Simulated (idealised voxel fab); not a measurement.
Process module name: voxel self aligned contacts
Xsec cut, 225 nm wide, square cell size 5 nm.
The cross-sections in this document take the form of a grid made of square cells. They are written out as bands, in order from top to bottom. Each band consists of one or more rows of cells. Band entry format. Leading values: height of top, height of bottom, nm. Remainder: materials in left-to-right order, each with its width in nm. Special words: "throughout" on a single material, which then fills the band edge to edge; "blank", empty space. Heights from 0 (as-received wafer is one material below). Bottom band endless downward, as "z 0 and below". The notation "30 to 40" denotes a width that varies across the rows of cells in the band, beginning at the first number in the top row, finishing at the second number in the bottom row, and changing by an identical amount from each row to the next. "nothing changed" after a step means that no cell of the cross-section changed. Empty spaces counting at least 8 cells and having no open way to the top are listed in "Enclosed cavity list". The notation width x height at distance is used for each, the distance being from the left edge and all three values in nm. Heads up: the bit after the settings on a step's line is the simulator's remark on that step. "overlay nm" answers the question of how far to the right of plan the mask lay on a step that has a mask, and when it is negative the answer is to the left.
**The planned process steps are enumerated hereunder**
1 RECEIVE,material Si
2 OXIDIZE,depth nm 5
3 DIRECTIONAL_DEP,material polySi,thk nm 30
4 DIRECTIONAL_DEP,material SiN,thk nm 20
5 PATTERN,tone cover,mask id GATE,material resist,width nm 35,pitch nm 65,thk nm 15,overlay nm 0
6 DIRECTIONAL_ETCH,etch materials SiN,depth nm 20
7 DIRECTIONAL_ETCH,etch materials polySi,depth nm 30
8 STRIP,etch materials resist
9 CONFORMAL_DEP,material SiN,thk nm 5
10 DIRECTIONAL_ETCH,etch materials SiN,depth nm 5
11 FILL_DEP,material SiO2,thk nm 15
12 CMP,height nm 60
13 DIRECTIONAL_DEP,material aC,thk nm 15
14 PATTERN,tone open,mask id CONTACT,material resist,width nm 50,pitch nm 65,thk nm 30,overlay nm 0
15 DIRECTIONAL_ETCH,etch materials aC,depth nm 15
16 STRIP,etch materials resist
17 DIRECTIONAL_ETCH,etch materials SiO2,depth nm 65
18 STRIP,etch materials aC
19 CONFORMAL_DEP,material TiN,thk nm 5
20 FILL_DEP,material W,thk nm 10
21 CMP,height nm 60
22 CONFORMAL_DEP,material SiN,thk nm 5
**The cross-section here shows the wafer as received, i.e. in its state after step 1**
z 0 and below  Si throughout
Enclosed cavity list: none
**Final cross-section, module run with one mistake (start and plan as above)**
z 65 to 60  SiN throughout
z 60 to 50  55 nm SiO2 | 5 to 20 nm TiN | 40 to 10 nm W | 5 to 20 nm TiN | 15 nm SiO2 | 5 to 20 nm TiN | 40 to 10 nm W | 5 to 20 nm TiN | 55 nm SiO2
z 50 to 30  25 nm SiO2 | 45 nm SiN | 5 nm TiN | 10 nm W | 5 nm TiN | 45 nm SiN | 5 nm TiN | 10 nm W | 5 nm TiN | 45 nm SiN | 25 nm SiO2
z 30 to 5  25 nm SiO2 | 5 nm SiN | 35 nm polySi | 5 nm SiN | 5 nm TiN | 10 nm W | 5 nm TiN | 5 nm SiN | 35 nm polySi | 5 nm SiN | 5 nm TiN | 10 nm W | 5 nm TiN | 5 nm SiN | 35 nm polySi | 5 nm SiN | 25 nm SiO2
z 5 to 0  25 nm SiO2 | 5 nm SiN | 35 nm polySi | 5 nm SiN | 20 nm TiN | 5 nm SiN | 35 nm polySi | 5 nm SiN | 20 nm TiN | 5 nm SiN | 35 nm polySi | 5 nm SiN | 25 nm SiO2
z 0 and below  Si throughout
Enclosed cavity list: none
Where did the run depart from the plan? the plan's step 2 went unexecuted, having been skipped
